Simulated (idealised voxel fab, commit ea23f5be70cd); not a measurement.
Documented hereafter: the process module known as voxel wiring stack.
It is cross-section cut that appears here, measuring 145 nm in width, its square cells being 5 nm in size.
Cross-section = grid of square cells, listed top down in bands; band = one or more rows. Top height, bottom height, nm. Materials left to right, width each, nm. Single material + "edge to edge" = fills band edge to edge. "empty" = empty. Beneath 0, the wafer as received is one material, and that level is where height counting begins. The lowest band goes on downward without a bottom; it is written like "top 0, no bottom". The expression "30 to 40" gives the width at the extremes of the band, the first number at its top row of cells and the second at its bottom row, with the width changing by equal amounts from each row to the next in between. Step note "nothing was modified" = no cross-section cell changed. Heads up: "Closed internal voids" only lists the empty pockets with no open path to the top that are 8 cells or more, and it writes them as width x height at distance, distance from the left edge, in nm. If you see something after the settings on a step's line, that's the simulator's own remark about that step. overlay nm: right-of-plan distance of the mask on a masked step; negative values mean left-of-plan.
[Below is the list of planned process steps]
step 1: RECEIVE [material Si]
step 2: CONFORMAL_DEP [material SiO2] [thk nm 15]
step 3: CONFORMAL_DEP [material SiN] [thk nm 5]
step 4: DIRECTIONAL_DEP [material lowk] [thk nm 15]
step 5: PATTERN [tone open] [mask id METAL_1] [material resist] [width nm 25] [pitch nm 45] [thk nm 20] [overlay nm 0]
step 6: DIRECTIONAL_ETCH [etch materials lowk] [depth nm 15]
step 7: DIRECTIONAL_ETCH [etch materials SiN] [depth nm 5]
step 8: STRIP [etch materials resist]
step 9: CONFORMAL_DEP [material TiN] [thk nm 5]
step 10: FILL_DEP [material W] [thk nm 5]
step 11: CMP [height nm 35]
step 12: CONFORMAL_DEP [material SiCN] [thk nm 5]
step 13: DIRECTIONAL_DEP [material lowk] [thk nm 15]
step 14: PATTERN [tone open] [mask id PLUG_1] [material resist] [width nm 15] [thk nm 20] [overlay nm 0]
step 15: DIRECTIONAL_ETCH [etch materials lowk] [depth nm 15]
step 16: DIRECTIONAL_ETCH [etch materials SiCN] [depth nm 5]
step 17: STRIP [etch materials resist]
step 18: EPI [material Ru] [thk nm 10]
step 19: EPI [material Ru] [thk nm 10]
step 20: DIRECTIONAL_DEP [material TiN] [thk nm 5]
step 21: DIRECTIONAL_DEP [material W] [thk nm 25]
step 22: DIRECTIONAL_DEP [material aC] [thk nm 15]
step 23: PATTERN [tone cover] [mask id METAL_2] [material resist] [width nm 25] [pitch nm 45] [thk nm 35] [overlay nm 0]
step 24: DIRECTIONAL_ETCH [etch materials aC] [depth nm 15]
step 25: STRIP [etch materials resist]
step 26: DIRECTIONAL_ETCH [etch materials W] [depth nm 25]
step 27: DIRECTIONAL_ETCH [etch materials TiN] [depth nm 5]
step 28: STRIP [etch materials aC]
step 29: FILL_DEP [material lowk] [thk nm 5]
step 30: CMP [height nm 85]
step 31: CONFORMAL_DEP [material SiN] [thk nm 5]
[Concerning the first of two wafers, which was run in accordance with the plan]
[Delivered wafer in cross-section: state after step 1]
	top 0, no bottom  Si edge to edge
	Closed internal voids: none
[Step 2 done - wafer cross-section]
	top 15, bottom 0  SiO2 edge to edge
	For the remainder of the cross-section, below 0, there is no change.
[Step 3 done - wafer cross-section]
	top 20, bottom 15  SiN edge to edge
	For the remainder of the cross-section, below 15, there is no change.
[Step 4 done - wafer cross-section]
	top 35, bottom 20  lowk edge to edge
	For the remainder of the cross-section, below 20, there is no change.
[Step 5 done - wafer cross-section]
	top 55, bottom 35  resist=35, empty=25, resist=20, empty=25, resist=40
	For the remainder of the cross-section, below 35, there is no change.
[Step 6 done - wafer cross-section]
	top 55, bottom 35  resist=35, empty=25, resist=20, empty=25, resist=40
	top 35, bottom 20  lowk=35, empty=25, lowk=20, empty=25, lowk=40
	For the remainder of the cross-section, below 20, there is no change.
[Step 7 done - wafer cross-section]
	top 55, bottom 35  resist=35, empty=25, resist=20, empty=25, resist=40
	top 35, bottom 20  lowk=35, empty=25, lowk=20, empty=25, lowk=40
	top 20, bottom 15  SiN=35, empty=25, SiN=20, empty=25, SiN=40
	For the remainder of the cross-section, below 15, there is no change.
[Step 8 done - wafer cross-section]
	top 35, bottom 20  lowk=35, empty=25, lowk=20, empty=25, lowk=40
	For the remainder of the cross-section, below 20, there is no change.
[Step 9 done - wafer cross-section]
	top 40, bottom 35  TiN=40, empty=15, TiN=30, empty=15, TiN=45
	top 35, bottom 20  lowk=35, TiN=5, empty=15, TiN=5, lowk=20, TiN=5, empty=15, TiN=5, lowk=40
	top 20, bottom 15  SiN=35, TiN=25, SiN=20, TiN=25, SiN=40
	For the remainder of the cross-section, below 15, there is no change.
[Step 10 done - wafer cross-section]
	top 45, bottom 40  W edge to edge
	top 40, bottom 35  TiN=40, W=15, TiN=30, W=15, TiN=45
	top 35, bottom 20  lowk=35, TiN=5, W=15, TiN=5, lowk=20, TiN=5, W=15, TiN=5, lowk=40
	For the remainder of the cross-section, below 20, there is no change.
[Step 11 done - wafer cross-section]
	top 35, bottom 20  lowk=35, TiN=5, W=15, TiN=5, lowk=20, TiN=5, W=15, TiN=5, lowk=40
	For the remainder of the cross-section, below 20, there is no change.
[Step 12 done - wafer cross-section]
	top 40, bottom 35  SiCN edge to edge
	For the remainder of the cross-section, below 35, there is no change.
[Step 13 done - wafer cross-section]
	top 55, bottom 40  lowk edge to edge
	For the remainder of the cross-section, below 40, there is no change.
[Step 14 done - wafer cross-section]
	top 75, bottom 55  resist=35, empty=15, resist=95
	For the remainder of the cross-section, below 55, there is no change.
[Step 15 done - wafer cross-section]
	top 75, bottom 55  resist=35, empty=15, resist=95
	top 55, bottom 40  lowk=35, empty=15, lowk=95
	For the remainder of the cross-section, below 40, there is no change.
[Step 16 done - wafer cross-section]
	top 75, bottom 55  resist=35, empty=15, resist=95
	top 55, bottom 40  lowk=35, empty=15, lowk=95
	top 40, bottom 35  SiCN=35, empty=15, SiCN=95
	For the remainder of the cross-section, below 35, there is no change.
[Step 17 done - wafer cross-section]
	top 55, bottom 40  lowk=35, empty=15, lowk=95
	For the remainder of the cross-section, below 40, there is no change.
[Step 18 done - wafer cross-section]
	top 55, bottom 45  lowk=35, empty=15, lowk=95
	top 45, bottom 40  lowk=35, Ru=15, lowk=95
	top 40, bottom 35  SiCN=35, Ru=15, SiCN=95
	For the remainder of the cross-section, below 35, there is no change.
[Step 19 done - wafer cross-section]
	top 55, bottom 40  lowk=35, Ru=15, lowk=95
	For the remainder of the cross-section, below 40, there is no change.
[Step 20 done - wafer cross-section]
	top 60, bottom 55  TiN edge to edge
	For the remainder of the cross-section, below 55, there is no change.
[Step 21 done - wafer cross-section]
	top 85, bottom 60  W edge to edge
	For the remainder of the cross-section, below 60, there is no change.
[Step 22 done - wafer cross-section]
	top 100, bottom 85  aC edge to edge
	For the remainder of the cross-section, below 85, there is no change.
[Step 23 done - wafer cross-section]
	top 135, bottom 100  empty=35, resist=25, empty=20, resist=25, empty=40
	For the remainder of the cross-section, below 100, there is no change.
[Step 24 done - wafer cross-section]
	top 120, bottom 100  empty=35, resist=25, empty=20, resist=25, empty=40
	top 100, bottom 85  empty=35, aC=25, empty=20, aC=25, empty=40
	For the remainder of the cross-section, below 85, there is no change.
[Step 25 done - wafer cross-section]
	top 100, bottom 85  empty=35, aC=25, empty=20, aC=25, empty=40
	For the remainder of the cross-section, below 85, there is no change.
[Step 26 done - wafer cross-section]
	top 100, bottom 85  empty=35, aC=25, empty=20, aC=25, empty=40
	top 85, bottom 60  empty=35, W=25, empty=20, W=25, empty=40
	For the remainder of the cross-section, below 60, there is no change.
[Step 27 done - wafer cross-section]
	top 100, bottom 85  empty=35, aC=25, empty=20, aC=25, empty=40
	top 85, bottom 60  empty=35, W=25, empty=20, W=25, empty=40
	top 60, bottom 55  empty=35, TiN=25, empty=20, TiN=25, empty=40
	For the remainder of the cross-section, below 55, there is no change.
[Step 28 done - wafer cross-section]
	top 85, bottom 60  empty=35, W=25, empty=20, W=25, empty=40
	For the remainder of the cross-section, below 60, there is no change.
[Step 29 done - wafer cross-section]
	top 90, bottom 85  lowk edge to edge
	top 85, bottom 60  lowk=35, W=25, lowk=20, W=25, lowk=40
	top 60, bottom 55  lowk=35, TiN=25, lowk=20, TiN=25, lowk=40
	For the remainder of the cross-section, below 55, there is no change.
[Step 30 done - wafer cross-section]
	top 85, bottom 60  lowk=35, W=25, lowk=20, W=25, lowk=40
	For the remainder of the cross-section, below 60, there is no change.
[Step 31 done - wafer cross-section]
	top 90, bottom 85  SiN edge to edge
	For the remainder of the cross-section, below 85, there is no change.
[Wafer two. Identical start, identical plan. One mistake in execution. Identical history through step 2]
[Second wafer cross-section, taken as of the time the plan sets for step 3 to be done]
	top 30, bottom 15  SiN edge to edge
	For the remainder of the cross-section, below 15, there is no change.
[Second wafer cross-section, taken as of the time the plan sets for step 4 to be done]
	top 45, bottom 30  lowk edge to edge
	For the remainder of the cross-section, below 30, there is no change.
[Second wafer cross-section, taken as of the time the plan sets for step 5 to be done]
	top 65, bottom 45  resist=35, empty=25, resist=20, empty=25, resist=40
	For the remainder of the cross-section, below 45, there is no change.
[Second wafer cross-section, taken as of the time the plan sets for step 6 to be done]
	top 65, bottom 45  resist=35, empty=25, resist=20, empty=25, resist=40
	top 45, bottom 30  lowk=35, empty=25, lowk=20, empty=25, lowk=40
	For the remainder of the cross-section, below 30, there is no change.
[Second wafer cross-section, taken as of the time the plan sets for step 7 to be done]
	top 65, bottom 45  resist=35, empty=25, resist=20, empty=25, resist=40
	top 45, bottom 30  lowk=35, empty=25, lowk=20, empty=25, lowk=40
	top 30, bottom 25  SiN=35, empty=25, SiN=20, empty=25, SiN=40
	For the remainder of the cross-section, below 25, there is no change.
[Second wafer cross-section, taken as of the time the plan sets for step 8 to be done]
	top 45, bottom 30  lowk=35, empty=25, lowk=20, empty=25, lowk=40
	For the remainder of the cross-section, below 30, there is no change.
[Second wafer cross-section, taken as of the time the plan sets for step 9 to be done]
	top 50, bottom 45  TiN=40, empty=15, TiN=30, empty=15, TiN=45
	top 45, bottom 30  lowk=35, TiN=5, empty=15, TiN=5, lowk=20, TiN=5, empty=15, TiN=5, lowk=40
	top 30, bottom 25  SiN=35, TiN=25, SiN=20, TiN=25, SiN=40
	For the remainder of the cross-section, below 25, there is no change.
[Second wafer cross-section, taken as of the time the plan sets for step 10 to be done]
	top 55, bottom 50  W edge to edge
	top 50, bottom 45  TiN=40, W=15, TiN=30, W=15, TiN=45
	top 45, bottom 30  lowk=35, TiN=5, W=15, TiN=5, lowk=20, TiN=5, W=15, TiN=5, lowk=40
	For the remainder of the cross-section, below 30, there is no change.
[Second wafer cross-section, taken as of the time the plan sets for step 11 to be done]
	top 35, bottom 30  lowk=35, TiN=5, W=15, TiN=5, lowk=20, TiN=5, W=15, TiN=5, lowk=40
	For the remainder of the cross-section, below 30, there is no change.
[Second wafer cross-section, taken as of the time the plan sets for step 12 to be done]
	top 40, bottom 35  SiCN edge to edge
	For the remainder of the cross-section, below 35, there is no change.
[Second wafer cross-section, taken as of the time the plan sets for step 13 to be done]
	top 55, bottom 40  lowk edge to edge
	For the remainder of the cross-section, below 40, there is no change.
[Second wafer cross-section, taken as of the time the plan sets for step 14 to be done]
	top 75, bottom 55  resist=35, empty=15, resist=95
	For the remainder of the cross-section, below 55, there is no change.
[Second wafer cross-section, taken as of the time the plan sets for step 15 to be done]
	top 75, bottom 55  resist=35, empty=15, resist=95
	top 55, bottom 40  lowk=35, empty=15, lowk=95
	For the remainder of the cross-section, below 40, there is no change.
[Second wafer cross-section, taken as of the time the plan sets for step 16 to be done]
	top 75, bottom 55  resist=35, empty=15, resist=95
	top 55, bottom 40  lowk=35, empty=15, lowk=95
	top 40, bottom 35  SiCN=35, empty=15, SiCN=95
	For the remainder of the cross-section, below 35, there is no change.
[Second wafer cross-section, taken as of the time the plan sets for step 17 to be done]
	top 55, bottom 40  lowk=35, empty=15, lowk=95
	For the remainder of the cross-section, below 40, there is no change.
[Second wafer cross-section, taken as of the time the plan sets for step 18 to be done]
	top 55, bottom 45  lowk=35, empty=15, lowk=95
	top 45, bottom 40  lowk=35, Ru=15, lowk=95
	top 40, bottom 35  SiCN=35, Ru=15, SiCN=95
	For the remainder of the cross-section, below 35, there is no change.
[Second wafer cross-section, taken as of the time the plan sets for step 19 to be done]
	top 55, bottom 40  lowk=35, Ru=15, lowk=95
	For the remainder of the cross-section, below 40, there is no change.
[Second wafer cross-section, taken as of the time the plan sets for step 20 to be done]
	top 60, bottom 55  TiN edge to edge
	For the remainder of the cross-section, below 55, there is no change.
[Second wafer cross-section, taken as of the time the plan sets for step 21 to be done]
	top 85, bottom 60  W edge to edge
	For the remainder of the cross-section, below 60, there is no change.
[Second wafer cross-section, taken as of the time the plan sets for step 22 to be done]
	top 100, bottom 85  aC edge to edge
	For the remainder of the cross-section, below 85, there is no change.
[Second wafer cross-section, taken as of the time the plan sets for step 23 to be done]
	top 135, bottom 100  empty=35, resist=25, empty=20, resist=25, empty=40
	For the remainder of the cross-section, below 100, there is no change.
[Second wafer cross-section, taken as of the time the plan sets for step 24 to be done]
	top 120, bottom 100  empty=35, resist=25, empty=20, resist=25, empty=40
	top 100, bottom 85  empty=35, aC=25, empty=20, aC=25, empty=40
	For the remainder of the cross-section, below 85, there is no change.
[Second wafer cross-section, taken as of the time the plan sets for step 25 to be done]
	top 100, bottom 85  empty=35, aC=25, empty=20, aC=25, empty=40
	For the remainder of the cross-section, below 85, there is no change.
[Second wafer cross-section, taken as of the time the plan sets for step 26 to be done]
	top 100, bottom 85  empty=35, aC=25, empty=20, aC=25, empty=40
	top 85, bottom 60  empty=35, W=25, empty=20, W=25, empty=40
	For the remainder of the cross-section, below 60, there is no change.
[Second wafer cross-section, taken as of the time the plan sets for step 27 to be done]
	top 100, bottom 85  empty=35, aC=25, empty=20, aC=25, empty=40
	top 85, bottom 60  empty=35, W=25, empty=20, W=25, empty=40
	top 60, bottom 55  empty=35, TiN=25, empty=20, TiN=25, empty=40
	For the remainder of the cross-section, below 55, there is no change.
[Second wafer cross-section, taken as of the time the plan sets for step 28 to be done]
	top 85, bottom 60  empty=35, W=25, empty=20, W=25, empty=40
	For the remainder of the cross-section, below 60, there is no change.
[Second wafer cross-section, taken as of the time the plan sets for step 29 to be done]
	top 90, bottom 85  lowk edge to edge
	top 85, bottom 60  lowk=35, W=25, lowk=20, W=25, lowk=40
	top 60, bottom 55  lowk=35, TiN=25, lowk=20, TiN=25, lowk=40
	For the remainder of the cross-section, below 55, there is no change.
[Second wafer cross-section, taken as of the time the plan sets for step 30 to be done]
	top 85, bottom 60  lowk=35, W=25, lowk=20, W=25, lowk=40
	For the remainder of the cross-section, below 60, there is no change.
[Second wafer cross-section, taken as of the time the plan sets for step 31 to be done]
	top 90, bottom 85  SiN edge to edge
	For the remainder of the cross-section, below 85, there is no change.
What went wrong in running the wafer? not per plan at step 3, really ran CONFORMAL_DEP [material SiN] [thk nm 15]
Bottom line after processing is that, in cells, the second wafer is up or down on some materials versus the first: SiN +58 | TiN -8 | W -12 | lowk -38
